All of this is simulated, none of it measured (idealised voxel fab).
The following process module bears the name voxel capacitor over wiring.
It is cross-section cut that appears here, measuring 190 nm in width, its square cells being 5 nm in size.
This document writes a cross-section as a grid whose cells are square, and gives it as bands, listed from the top down; one or more rows of cells form a band. First you get the band's top height and its bottom height, in nm, and then the materials it's made of, left to right, with each width in nm. If you see a single material with "full width", that one covers the band edge to edge. "empty" is empty space. It should be noted that heights are counted from 0, beneath which the wafer as supplied is of one material throughout, and that the lowest band possesses no lower boundary but continues downward, as written in "0 and below". You'd read "30..40" like this: the band's top row of cells is as wide as the first number, its bottom row is as wide as the second, and going down, every row changes width by the same amount as the row before did. The cross-section has no changed cell in any step marked "no alterations made". Sealed void listing: empty space of 8 cells or more with no open way to the top, each as width x height at its distance from the left edge, in nm. after a step's settings: what the simulator itself notes on the step. overlay nm: right-of-plan distance of the mask on a masked step; negative values mean left-of-plan. From here on the document is pairs. In a pair, the cross-section before one process step comes with the cross-section after it, and the latter goes no deeper than the lowest band that changed. What lies in between, the step and its settings, is written under the pair. A pair may be from a different run of this module on the same starting wafer than the pair above it, so it continues from that pair only where its entry headed "Pre-step geometry" says so.

-- Pre-step geometry
- 80 down to 70 = empty (5) | TiN (55) | empty (40) | TiN (80) | empty (10)
- 70 down to 65 = empty (5) | Al2O3 (55) | empty (40) | Al2O3 (80) | empty (10)
- 65 down to 60 = empty (5) | TiN (55) | empty (40) | TiN (80) | empty (10)
- 60 down to 55 = empty (5) | Ru (40) | SiO2 (15) | empty (40) | Ru (80) | empty (10)
- 55 down to 45 = TiN (5) | Ru (40) | SiO2 (15) | TiN (40) | Ru (80) | TiN (10)
- 45 down to 40 = Al2O3 (5) | Ru (40) | SiO2 (15) | Al2O3 (40) | Ru (80) | Al2O3 (10)
- 40 down to 35 = TiN (5) | Ru (40) | SiCN (15) | TiN (40) | Ru (80) | TiN (10)
- 35 down to 20 = lowk (30) | Ru (30) | lowk (65) | Ru (30) | lowk (35)
- 20 down to 15 = lowk (30) | TiN (30) | lowk (65) | TiN (30) | lowk (35)
- 15 down to 0 = SiO2 full width
- 0 and below = Si full width
- Sealed void listing: none

-- As Processed
- 90 down to 80 = empty (5) | aC (55) | empty (40) | aC (80) | empty (10)
- 80 down to 70 = empty (5) | TiN (55) | empty (40) | TiN (80) | empty (10)
- 70 down to 65 = empty (5) | Al2O3 (55) | empty (40) | Al2O3 (80) | empty (10)
- 65 down to 60 = aC (5) | TiN (55) | aC (40) | TiN (80) | aC (10)
- 60 down to 55 = aC (5) | Ru (40) | SiO2 (15) | aC (40) | Ru (80) | aC (10)
- Under 55: no change, same as before.
- Sealed void listing: none
Process step (between the before and after cross-sections above): DIRECTIONAL_DEP [material aC] [thk nm 10]

Pre-step geometry: look at the pair above, its after cross-section is where this step starts.

-- As Processed
- 115 down to 90 = empty (45) | resist (70) | empty (75)
- 90 down to 80 = empty (5) | aC (55) | resist (40) | aC (80) | empty (10)
- 80 down to 70 = empty (5) | TiN (55) | resist (40) | TiN (80) | empty (10)
- 70 down to 65 = empty (5) | Al2O3 (55) | resist (40) | Al2O3 (80) | empty (10)
- Under 65: no change, same as before.
- Sealed void listing: none
Process step (between the before and after cross-sections above): PATTERN [tone cover] [mask id UPPER_PLATE] [material resist] [width nm 70] [thk nm 25] [overlay nm 0]

Pre-step geometry: look at the pair above, its after cross-section is where this step starts.

-- As Processed
- 105 down to 90 = empty (45) | resist (70) | empty (75)
- 90 down to 80 = empty (45) | aC (15) | resist (40) | aC (15) | empty (75)
- 80 down to 70 = empty (5) | TiN (55) | resist (40) | TiN (80) | empty (10)
- 70 down to 65 = empty (5) | Al2O3 (55) | resist (40) | Al2O3 (80) | empty (10)
- 65 down to 60 = empty (5) | TiN (55) | aC (40) | TiN (80) | empty (10)
- 60 down to 55 = empty (5) | Ru (40) | SiO2 (15) | aC (40) | Ru (80) | empty (10)
- Under 55: no change, same as before.
- Sealed void listing: none
Process step (between the before and after cross-sections above): DIRECTIONAL_ETCH [etch materials aC] [depth nm 10]

Pre-step geometry: look at the pair above, its after cross-section is where this step starts.

-- As Processed
- 90 down to 80 = empty (45) | aC (15) | empty (40) | aC (15) | empty (75)
- 80 down to 70 = empty (5) | TiN (55) | empty (40) | TiN (80) | empty (10)
- 70 down to 65 = empty (5) | Al2O3 (55) | empty (40) | Al2O3 (80) | empty (10)
- Under 65: no change, same as before.
- Sealed void listing: none
Process step (between the before and after cross-sections above): STRIP [etch materials resist]

Pre-step geometry: look at the pair above, its after cross-section is where this step starts.

-- As Processed
- 90 down to 80 = empty (45) | aC (15) | empty (40) | aC (15) | empty (75)
- 80 down to 70 = empty (45) | TiN (15) | empty (40) | TiN (15) | empty (75)
- 70 down to 65 = empty (5) | Al2O3 (55) | empty (40) | Al2O3 (80) | empty (10)
- 65 down to 60 = empty (5) | TiN (55) | aC (40) | TiN (80) | empty (10)
- 60 down to 55 = empty (5) | Ru (40) | SiO2 (15) | aC (40) | Ru (80) | empty (10)
- 55 down to 45 = empty (5) | Ru (40) | SiO2 (15) | TiN (40) | Ru (80) | empty (10)
- Under 45: no change, same as before.
- Sealed void listing: none
Process step (between the before and after cross-sections above): DIRECTIONAL_ETCH [etch materials TiN] [depth nm 10]

Pre-step geometry: look at the pair above, its after cross-section is where this step starts.

-- As Processed
- 90 down to 80 = empty (45) | aC (15) | empty (40) | aC (15) | empty (75)
- 80 down to 70 = empty (45) | TiN (15) | empty (40) | TiN (15) | empty (75)
- 70 down to 65 = empty (45) | Al2O3 (15) | empty (40) | Al2O3 (15) | empty (75)
- 65 down to 60 = empty (5) | TiN (55) | aC (40) | TiN (80) | empty (10)
- 60 down to 55 = empty (5) | Ru (40) | SiO2 (15) | aC (40) | Ru (80) | empty (10)
- 55 down to 45 = empty (5) | Ru (40) | SiO2 (15) | TiN (40) | Ru (80) | empty (10)
- 45 down to 40 = empty (5) | Ru (40) | SiO2 (15) | Al2O3 (40) | Ru (80) | empty (10)
- Under 40: no change, same as before.
- Sealed void listing: none
Process step (between the before and after cross-sections above): DIRECTIONAL_ETCH [etch materials Al2O3] [depth nm 5]

Pre-step geometry: look at the pair above, its after cross-section is where this step starts.

-- As Processed
- 80 down to 70 = empty (45) | TiN (15) | empty (40) | TiN (15) | empty (75)
- 70 down to 65 = empty (45) | Al2O3 (15) | empty (40) | Al2O3 (15) | empty (75)
- 65 down to 60 = empty (5) | TiN (55) | empty (40) | TiN (80) | empty (10)
- 60 down to 55 = empty (5) | Ru (40) | SiO2 (15) | empty (40) | Ru (80) | empty (10)
- Under 55: no change, same as before.
- Sealed void listing: none
Process step (between the before and after cross-sections above): STRIP [etch materials aC]

Pre-step geometry: look at the pair above, its after cross-section is where this step starts.

-- As Processed
- 95 down to 80 = empty (45) | aC (15) | empty (40) | aC (15) | empty (75)
- 80 down to 70 = empty (5) | aC (40) | TiN (15) | empty (40) | TiN (15) | aC (65) | empty (10)
- 70 down to 65 = empty (5) | aC (40) | Al2O3 (15) | aC (40) | Al2O3 (15) | aC (65) | empty (10)
- 65 down to 60 = empty (5) | TiN (55) | aC (40) | TiN (80) | empty (10)
- 60 down to 55 = empty (5) | Ru (40) | SiO2 (15) | aC (40) | Ru (80) | empty (10)
- 55 down to 45 = aC (5) | Ru (40) | SiO2 (15) | TiN (40) | Ru (80) | aC (10)
- 45 down to 40 = aC (5) | Ru (40) | SiO2 (15) | Al2O3 (40) | Ru (80) | aC (10)
- Under 40: no change, same as before.
- Sealed void listing: none
Process step (between the before and after cross-sections above): DIRECTIONAL_DEP [material aC] [thk nm 15]

Pre-step geometry: look at the pair above, its after cross-section is where this step starts.

-- As Processed
- 130 down to 95 = empty (40) | resist (80) | empty (70)
- 95 down to 80 = empty (40) | resist (5) | aC (15) | resist (40) | aC (15) | resist (5) | empty (70)
- 80 down to 70 = empty (5) | aC (40) | TiN (15) | resist (40) | TiN (15) | aC (65) | empty (10)
- Under 70: no change, same as before.
- Sealed void listing: none
Process step (between the before and after cross-sections above): PATTERN [tone cover] [mask id LOWER_PLATE] [material resist] [width nm 80] [thk nm 35] [overlay nm 0]

Pre-step geometry: look at the pair above, its after cross-section is where this step starts.

-- As Processed
- 115 down to 95 = empty (40) | resist (80) | empty (70)
- 95 down to 80 = empty (40) | resist (5) | aC (15) | resist (40) | aC (15) | resist (5) | empty (70)
- 80 down to 70 = empty (40) | aC (5) | TiN (15) | resist (40) | TiN (15) | aC (5) | empty (70)
- 70 down to 65 = empty (40) | aC (5) | Al2O3 (15) | aC (40) | Al2O3 (15) | aC (5) | empty (70)
- 65 down to 60 = empty (5) | TiN (55) | aC (40) | TiN (80) | empty (10)
- 60 down to 55 = empty (5) | Ru (40) | SiO2 (15) | aC (40) | Ru (80) | empty (10)
- 55 down to 45 = empty (5) | Ru (40) | SiO2 (15) | TiN (40) | Ru (80) | empty (10)
- 45 down to 40 = empty (5) | Ru (40) | SiO2 (15) | Al2O3 (40) | Ru (80) | empty (10)
- Under 40: no change, same as before.
- Sealed void listing: none
Process step (between the before and after cross-sections above): DIRECTIONAL_ETCH [etch materials aC] [depth nm 15]

Pre-step geometry: look at the pair above, its after cross-section is where this step starts.

-- As Processed
- 95 down to 80 = empty (45) | aC (15) | empty (40) | aC (15) | empty (75)
- 80 down to 70 = empty (40) | aC (5) | TiN (15) | empty (40) | TiN (15) | aC (5) | empty (70)
- Under 70: no change, same as before.
- Sealed void listing: none
Process step (between the before and after cross-sections above): STRIP [etch materials resist]

Pre-step geometry: look at the pair above, its after cross-section is where this step starts.

-- As Processed
- 95 down to 80 = empty (45) | aC (15) | empty (40) | aC (15) | empty (75)
- 80 down to 70 = empty (40) | aC (5) | TiN (15) | empty (40) | TiN (15) | aC (5) | empty (70)
- 70 down to 65 = empty (40) | aC (5) | Al2O3 (15) | aC (40) | Al2O3 (15) | aC (5) | empty (70)
- 65 down to 60 = empty (40) | TiN (20) | aC (40) | TiN (20) | empty (70)
- 60 down to 55 = empty (5) | Ru (40) | SiO2 (15) | aC (40) | Ru (80) | empty (10)
- 55 down to 45 = empty (5) | Ru (40) | SiO2 (15) | TiN (40) | Ru (80) | empty (10)
- 45 down to 40 = empty (5) | Ru (40) | SiO2 (15) | Al2O3 (40) | Ru (80) | empty (10)
- 40 down to 35 = empty (5) | Ru (40) | SiCN (15) | TiN (40) | Ru (80) | empty (10)
- Under 35: no change, same as before.
- Sealed void listing: none
Process step (between the before and after cross-sections above): DIRECTIONAL_ETCH [etch materials TiN] [depth nm 5]

Pre-step geometry: look at the pair above, its after cross-section is where this step starts.

-- As Processed
- 80 down to 70 = empty (45) | TiN (15) | empty (40) | TiN (15) | empty (75)
- 70 down to 65 = empty (45) | Al2O3 (15) | empty (40) | Al2O3 (15) | empty (75)
- 65 down to 60 = empty (40) | TiN (20) | empty (40) | TiN (20) | empty (70)
- 60 down to 55 = empty (5) | Ru (40) | SiO2 (15) | empty (40) | Ru (80) | empty (10)
- Under 55: no change, same as before.
- Sealed void listing: none
Process step (between the before and after cross-sections above): STRIP [etch materials aC]

Pre-step geometry: look at the pair above, its after cross-section is where this step starts.

-- As Processed
- 95 down to 80 = SiO2 full width
- 80 down to 70 = SiO2 (45) | TiN (15) | SiO2 (40) | TiN (15) | SiO2 (75)
- 70 down to 65 = SiO2 (45) | Al2O3 (15) | SiO2 (40) | Al2O3 (15) | SiO2 (75)
- 65 down to 60 = SiO2 (40) | TiN (20) | SiO2 (40) | TiN (20) | SiO2 (70)
- 60 down to 55 = SiO2 (5) | Ru (40) | SiO2 (55) | Ru (80) | SiO2 (10)
- 55 down to 45 = SiO2 (5) | Ru (40) | SiO2 (15) | TiN (40) | Ru (80) | SiO2 (10)
- 45 down to 40 = SiO2 (5) | Ru (40) | SiO2 (15) | Al2O3 (40) | Ru (80) | SiO2 (10)
- 40 down to 35 = SiO2 (5) | Ru (40) | SiCN (15) | TiN (40) | Ru (80) | SiO2 (10)
- Under 35: no change, same as before.
- Sealed void listing: none
Process step (between the before and after cross-sections above): FILL_DEP [material SiO2] [thk nm 15]

Pre-step geometry: look at the pair above, its after cross-section is where this step starts.

-- As Processed
- 90 down to 80 = SiO2 full width
- Under 80: no change, same as before.
- Sealed void listing: none
Process step (between the before and after cross-sections above): CMP [height nm 90]

Pre-step geometry: look at the pair above, its after cross-section is where this step starts.

-- As Processed
- 90 down to 80 = SiO2 (55) | empty (15) | SiO2 (120)
- Under 80: no change, same as before.
- Sealed void listing: none
Process step (between the before and after cross-sections above): MASKED_ETCH [tone open] [mask id PLUG_2] [width nm 15] [etch materials SiO2] [depth nm 10] [overlay nm 0]

Pre-step geometry: look at the pair above, its after cross-section is where this step starts.

-- As Processed
- 95 down to 90 = TiN (60) | empty (5) | TiN (125)
- 90 down to 85 = SiO2 (55) | TiN (5) | empty (5) | TiN (5) | SiO2 (120)
- 85 down to 80 = SiO2 (55) | TiN (15) | SiO2 (120)
- Under 80: no change, same as before.
- Sealed void listing: none
Process step (between the before and after cross-sections above): CONFORMAL_DEP [material TiN] [thk nm 5]

Pre-step geometry: look at the pair above, its after cross-section is where this step starts.

-- As Processed
- 105 down to 95 = W full width
- 95 down to 90 = TiN (60) | W (5) | TiN (125)
- 90 down to 85 = SiO2 (55) | TiN (5) | W (5) | TiN (5) | SiO2 (120)
- Under 85: no change, same as before.
- Sealed void listing: none
Process step (between the before and after cross-sections above): FILL_DEP [material W] [thk nm 10]

Pre-step geometry: look at the pair above, its after cross-section is where this step starts.

-- As Processed
- 90 down to 85 = SiO2 (55) | TiN (5) | W (5) | TiN (5) | SiO2 (120)
- Under 85: no change, same as before.
- Sealed void listing: none
Process step (between the before and after cross-sections above): CMP [height nm 90]

Pre-step geometry: look at the pair above, its after cross-section is where this step starts.

-- As Processed
- 95 down to 90 = SiCN full width
- Under 90: no change, same as before.
- Sealed void listing: none
Process step (between the before and after cross-sections above): CONFORMAL_DEP [material SiCN] [thk nm 5]
